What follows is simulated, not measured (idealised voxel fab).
Name of the process module below: voxel lift off
Section shown: cut. Width: 150 nm. Cell size: 5 nm, square.
We lay out every cross-section as a grid of square cells and spell it out in bands from the top down, where one band means one or more rows of cells.
Band: top and bottom heights (nm) first, top before bottom; then materials from left to right, widths in nm. "everywhere" marks a sole material filling the band edge to edge. "empty" denotes empty space.
Heights from 0 (as-received wafer is one material below). Bottom band endless downward, as "0 down".
Per-row width for "30..40": begins at first number (top row of band), ends at second number (bottom row), increment between rows held constant.
It should be understood that the words "left unchanged", when stated for a given step, signify that the cross-section underwent no change in any of its cells during that step.
In "Sealed voids" the enclosed voids are listed, meaning empty spaces of 8 cells or larger without any opening to the top. The form is width x height at distance, distance from the left edge, units nm.
That trailing text on a step's line, after the settings, is the simulator's own remark on the step.
A step line may carry the setting "overlay nm", which, for steps involving a mask, states the distance by which the mask lay to the right of its intended position; negative values denote displacement to the left.
### Planned process steps
1: RECEIVE, material Si
2: CONFORMAL_DEP, material Al2O3, thk nm 10
3: PATTERN, tone open, mask id LINES, material resist, width nm 15, pitch nm 35, thk nm 25, overlay nm 0
4: DIRECTIONAL_DEP, material Ru, thk nm 10
5: STRIP, etch materials resist
6: CONFORMAL_DEP, material SiCN, thk nm 10
### Of two wafers, the first: run according to plan
### Received-state cross-section, reflecting completion of step 1
  0 down | Si everywhere
  Sealed voids: none
### Sectional view: wafer, after step 2
  10 to 0 | Al2O3 everywhere
  Under 0: no change, same as before.
### Sectional view: wafer, after step 3
  35 to 10 | 50 resist; 15 empty; 20 resist; 15 empty; 50 resist
  Under 10: no change, same as before.
### Sectional view: wafer, after step 4
  45 to 35 | 50 Ru; 15 empty; 20 Ru; 15 empty; 50 Ru
  35 to 20 | 50 resist; 15 empty; 20 resist; 15 empty; 50 resist
  20 to 10 | 50 resist; 15 Ru; 20 resist; 15 Ru; 50 resist
  Under 10: no change, same as before.
### Sectional view: wafer, after step 5
  20 to 10 | 50 empty; 15 Ru; 20 empty; 15 Ru; 50 empty
  Under 10: no change, same as before.
### Sectional view: wafer, after step 6
  30 to 20 | 40 empty; 70 SiCN; 40 empty
  20 to 10 | 50 SiCN; 15 Ru; 20 SiCN; 15 Ru; 50 SiCN
  Under 10: no change, same as before.
### The second wafer: identical to the first at the outset and in its planned sequence, differing only in that one mistake was made during processing; up to and including step 4, its path is the first wafer's path
### Cross-section of the second wafer when, according to plan, step 5 should have finished
  20 to 10 | 50 empty; 15 Ru; 20 empty; 15 Ru; 50 empty
  Under 10: no change, same as before.
### Cross-section of the second wafer when, according to plan, step 6 should have finished
  30 to 20 | 40 empty; 70 SiCN; 40 empty
  20 to 10 | 50 SiCN; 15 Ru; 20 SiCN; 15 Ru; 50 SiCN
  Under 10: no change, same as before.
Diagnosis: twice, step 5 of the plan was run
The two wafers come out with the same cross-section, meaning that, for this model, the mistake has no consequence in the computed result.
